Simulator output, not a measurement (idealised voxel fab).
process module | voxel self aligned vias
cross-section cut | 285 nm wide | cells 5 nm
A cross-section is a grid of square cells, given in bands from the top down. A band is one or more rows of cells.
Each band's line starts with the height of the band's top and of its bottom, in nm. Then come its materials from left to right, each with its width in nm. One material with "throughout" fills the band from edge to edge. "air" is empty space.
Height 0 is the level under which the wafer as received is all one material. The lowest band goes on downwards, as in "0 down".
A width such as "30 to 40" changes by the same amount from each row of cells to the next, from the band's top row to its bottom row.
"no change" after a step means that no cell of the cross-section changed.
closed voids: empty space of 8 cells or more with no open way to the top, each as width x height at its distance from the left edge, in nm
after a step's settings: what the simulator itself notes on the step
overlay nm, on a step with a mask: how far to the right of its planned place the mask lay; to the left if negative
plan
1 op RECEIVE | material Si
2 op CONFORMAL_DEP | material SiO2 | thk nm 10
3 op CONFORMAL_DEP | material SiCN | thk nm 5
4 op DIRECTIONAL_DEP | material lowk | thk nm 20
5 op DIRECTIONAL_DEP | material aC | thk nm 15
6 op PATTERN | tone open | mask id LINES | material resist | width nm 25 | pitch nm 55 | thk nm 35 | overlay nm 0
7 op DIRECTIONAL_ETCH | etch materials aC | depth nm 15
8 op STRIP | etch materials resist
9 op DIRECTIONAL_ETCH | etch materials lowk | depth nm 20
10 op STRIP | etch materials aC
11 op CONFORMAL_DEP | material TiN | thk nm 5
12 op FILL_DEP | material Ru | thk nm 10
13 op CMP | height nm 35
14 op SELECTIVE_ETCH | etch materials W Ru TiN | depth nm 10
15 op FILL_DEP | material SiN | thk nm 10
16 op CMP | height nm 35
17 op DIRECTIONAL_DEP | material lowk | thk nm 15
18 op DIRECTIONAL_DEP | material aC | thk nm 15
19 op PATTERN | tone open | mask id VIAS | material resist | width nm 35 | pitch nm 110 | thk nm 35 | overlay nm 0
20 op DIRECTIONAL_ETCH | etch materials aC | depth nm 15
21 op STRIP | etch materials resist
22 op DIRECTIONAL_ETCH | etch materials lowk | depth nm 15
23 op DIRECTIONAL_ETCH | etch materials SiN | depth nm 10
24 op STRIP | etch materials aC
25 op CONFORMAL_DEP | material TiN | thk nm 5
26 op FILL_DEP | material W | thk nm 10
27 op CMP | height nm 50
28 op CONFORMAL_DEP | material SiN | thk nm 5
as received, after step 1
  0 down: Si throughout
  closed voids: none
a wafer at the end: this start, this plan, one mistake
  55 to 50: SiN throughout
  50 to 40: lowk 75 | TiN 5 | W 20 | TiN 5 | lowk 80 | TiN 5 | W 20 | TiN 5 | lowk 70
  40 to 35: lowk 75 | TiN 5 | W 15 | TiN 10 | lowk 80 | TiN 5 | W 15 | TiN 10 | lowk 70
  35 to 30: lowk 75 | TiN 5 | W 15 | TiN 5 | lowk 30 | SiN 25 | lowk 30 | TiN 5 | W 15 | TiN 5 | lowk 75
  30 to 25: lowk 75 | TiN 25 | lowk 30 | SiN 25 | lowk 30 | TiN 25 | lowk 75
  25 to 20: lowk 75 | TiN 5 | Ru 15 | TiN 5 | lowk 30 | TiN 5 | Ru 15 | TiN 5 | lowk 30 | TiN 5 | Ru 15 | TiN 5 | lowk 75
  20 to 15: lowk 75 | TiN 25 | lowk 30 | TiN 25 | lowk 30 | TiN 25 | lowk 75
  15 to 10: SiCN throughout
  10 to 0: SiO2 throughout
  0 down: Si throughout
  closed voids: none
what went wrong: step 19 ran as: op PATTERN | tone open | mask id VIAS | material resist | width nm 30 | pitch nm 110 | thk nm 35 | overlay nm 0
